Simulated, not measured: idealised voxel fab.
Module name: voxel ribs on slabs (process module)
We display cut, a cross-section 190 nm in width whose square cells are each 5 nm.
How to read a cross-section here: the picture is a grid of square cells, written as bands going from the top down, and any band can span one or more rows of cells. Band entry format. Leading values: height of top, height of bottom, nm. Remainder: materials in left-to-right order, each with its width in nm. Special words: "edge to edge" on a single material, which then fills the band edge to edge; "blank", empty space. Height 0 is the level under which the wafer as received is all one material. The lowest band goes on downwards, as in "0 nm and below". A two-number width, for instance "30..40", indicates that the width is equal to the first number in the top row of the band and to the second number in the bottom row, and that it changes by a constant amount per row of cells. No cell of the cross-section changed in a step that is given as "all unchanged". Closed-off voids of 8+ cells (no open route to the top) go in "Sealed-off cavities", written width x height at distance from the left edge, in nm. Heads up: the bit after the settings on a step's line is the simulator's remark on that step. overlay nm: how far to the right of its planned place the mask lay on this masked step (negative: to the left).
plan
| 1 | RECEIVE | material Si |
| 2 | DIRECTIONAL_DEP | material SiO2 | thk nm 30 |
| 3 | DIRECTIONAL_DEP | material SiN | thk nm 25 |
| 4 | MASKED_ETCH | tone cover | mask id RIB | width nm 20 | etch materials SiN | depth nm 20 | overlay nm 0 |
| 5 | PATTERN | tone cover | mask id SLAB | material resist | width nm 60 | thk nm 20 | overlay nm 0 |
| 6 | DIRECTIONAL_ETCH | etch materials SiN | depth nm 5 |
| 7 | STRIP | etch materials resist |
| 8 | FILL_DEP | material SiO2 | thk nm 15 |
| 9 | CMP | height nm 65 |
| 10 | DIRECTIONAL_DEP | material TiN | thk nm 5 |
| 11 | DIRECTIONAL_DEP | material aC | thk nm 10 |
| 12 | PATTERN | tone cover | mask id HEATER | material resist | width nm 30 | thk nm 25 | overlay nm 0 |
| 13 | DIRECTIONAL_ETCH | etch materials aC | depth nm 10 |
| 14 | STRIP | etch materials resist |
| 15 | DIRECTIONAL_ETCH | etch materials TiN | depth nm 5 |
| 16 | STRIP | etch materials aC |
| 17 | CONFORMAL_DEP | material SiO2 | thk nm 5 |
Wafer, first of two, run as planned
As received (post step 1): cross-section
	0 nm and below | Si edge to edge
	Sealed-off cavities: none
How the wafer stands in section after step 2
	30 nm to 0 nm | SiO2 edge to edge
	Beneath the level 0, the cross-section is identical to its previous state.
How the wafer stands in section after step 3
	55 nm to 30 nm | SiN edge to edge
	Beneath the level 30, the cross-section is identical to its previous state.
How the wafer stands in section after step 4
	55 nm to 35 nm | blank (85) | SiN (20) | blank (85)
	Beneath the level 35, the cross-section is identical to its previous state.
How the wafer stands in section after step 5
	75 nm to 55 nm | blank (65) | resist (60) | blank (65)
	55 nm to 35 nm | blank (65) | resist (20) | SiN (20) | resist (20) | blank (65)
	Beneath the level 35, the cross-section is identical to its previous state.
How the wafer stands in section after step 6
	75 nm to 55 nm | blank (65) | resist (60) | blank (65)
	55 nm to 35 nm | blank (65) | resist (20) | SiN (20) | resist (20) | blank (65)
	35 nm to 30 nm | blank (65) | SiN (60) | blank (65)
	Beneath the level 30, the cross-section is identical to its previous state.
How the wafer stands in section after step 7
	55 nm to 35 nm | blank (85) | SiN (20) | blank (85)
	Beneath the level 35, the cross-section is identical to its previous state.
How the wafer stands in section after step 8
	70 nm to 55 nm | SiO2 edge to edge
	55 nm to 35 nm | SiO2 (85) | SiN (20) | SiO2 (85)
	35 nm to 30 nm | SiO2 (65) | SiN (60) | SiO2 (65)
	Beneath the level 30, the cross-section is identical to its previous state.
How the wafer stands in section after step 9
	65 nm to 55 nm | SiO2 edge to edge
	Beneath the level 55, the cross-section is identical to its previous state.
How the wafer stands in section after step 10
	70 nm to 65 nm | TiN edge to edge
	Beneath the level 65, the cross-section is identical to its previous state.
How the wafer stands in section after step 11
	80 nm to 70 nm | aC edge to edge
	Beneath the level 70, the cross-section is identical to its previous state.
How the wafer stands in section after step 12
	105 nm to 80 nm | blank (80) | resist (30) | blank (80)
	Beneath the level 80, the cross-section is identical to its previous state.
How the wafer stands in section after step 13
	95 nm to 80 nm | blank (80) | resist (30) | blank (80)
	80 nm to 70 nm | blank (80) | aC (30) | blank (80)
	Beneath the level 70, the cross-section is identical to its previous state.
How the wafer stands in section after step 14
	80 nm to 70 nm | blank (80) | aC (30) | blank (80)
	Beneath the level 70, the cross-section is identical to its previous state.
How the wafer stands in section after step 15
	80 nm to 70 nm | blank (80) | aC (30) | blank (80)
	70 nm to 65 nm | blank (80) | TiN (30) | blank (80)
	Beneath the level 65, the cross-section is identical to its previous state.
How the wafer stands in section after step 16
	70 nm to 65 nm | blank (80) | TiN (30) | blank (80)
	Beneath the level 65, the cross-section is identical to its previous state.
How the wafer stands in section after step 17
	75 nm to 70 nm | blank (75) | SiO2 (40) | blank (75)
	70 nm to 65 nm | SiO2 (80) | TiN (30) | SiO2 (80)
	Beneath the level 65, the cross-section is identical to its previous state.
For the second wafer, take the first wafer's start and plan, then add one mistake made in running it; everything through step 3, that step included, is shared with the first
Cross-section, second wafer, at the end time the plan gives for step 4
	55 nm to 35 nm | blank (80) | SiN (20) | blank (90)
	Beneath the level 35, the cross-section is identical to its previous state.
Cross-section, second wafer, at the end time the plan gives for step 5
	75 nm to 55 nm | blank (65) | resist (60) | blank (65)
	55 nm to 35 nm | blank (65) | resist (15) | SiN (20) | resist (25) | blank (65)
	Beneath the level 35, the cross-section is identical to its previous state.
Cross-section, second wafer, at the end time the plan gives for step 6
	75 nm to 55 nm | blank (65) | resist (60) | blank (65)
	55 nm to 35 nm | blank (65) | resist (15) | SiN (20) | resist (25) | blank (65)
	35 nm to 30 nm | blank (65) | SiN (60) | blank (65)
	Beneath the level 30, the cross-section is identical to its previous state.
Cross-section, second wafer, at the end time the plan gives for step 7
	55 nm to 35 nm | blank (80) | SiN (20) | blank (90)
	Beneath the level 35, the cross-section is identical to its previous state.
Cross-section, second wafer, at the end time the plan gives for step 8
	70 nm to 55 nm | SiO2 edge to edge
	55 nm to 35 nm | SiO2 (80) | SiN (20) | SiO2 (90)
	35 nm to 30 nm | SiO2 (65) | SiN (60) | SiO2 (65)
	Beneath the level 30, the cross-section is identical to its previous state.
Cross-section, second wafer, at the end time the plan gives for step 9
	65 nm to 55 nm | SiO2 edge to edge
	Beneath the level 55, the cross-section is identical to its previous state.
Cross-section, second wafer, at the end time the plan gives for step 10
	70 nm to 65 nm | TiN edge to edge
	Beneath the level 65, the cross-section is identical to its previous state.
Cross-section, second wafer, at the end time the plan gives for step 11
	80 nm to 70 nm | aC edge to edge
	Beneath the level 70, the cross-section is identical to its previous state.
Cross-section, second wafer, at the end time the plan gives for step 12
	105 nm to 80 nm | blank (80) | resist (30) | blank (80)
	Beneath the level 80, the cross-section is identical to its previous state.
Cross-section, second wafer, at the end time the plan gives for step 13
	95 nm to 80 nm | blank (80) | resist (30) | blank (80)
	80 nm to 70 nm | blank (80) | aC (30) | blank (80)
	Beneath the level 70, the cross-section is identical to its previous state.
Cross-section, second wafer, at the end time the plan gives for step 14
	80 nm to 70 nm | blank (80) | aC (30) | blank (80)
	Beneath the level 70, the cross-section is identical to its previous state.
Cross-section, second wafer, at the end time the plan gives for step 15
	80 nm to 70 nm | blank (80) | aC (30) | blank (80)
	70 nm to 65 nm | blank (80) | TiN (30) | blank (80)
	Beneath the level 65, the cross-section is identical to its previous state.
Cross-section, second wafer, at the end time the plan gives for step 16
	70 nm to 65 nm | blank (80) | TiN (30) | blank (80)
	Beneath the level 65, the cross-section is identical to its previous state.
Cross-section, second wafer, at the end time the plan gives for step 17
	75 nm to 70 nm | blank (75) | SiO2 (40) | blank (75)
	70 nm to 65 nm | SiO2 (80) | TiN (30) | SiO2 (80)
	Beneath the level 65, the cross-section is identical to its previous state.
What was the processing mistake? rather than as planned, step 4 actually ran as MASKED_ETCH | tone cover | mask id RIB | width nm 20 | etch materials SiN | depth nm 20 | overlay nm -5
At the end, each material covers as many cells on the second wafer as it does on the first, though the cells it covers are elsewhere.
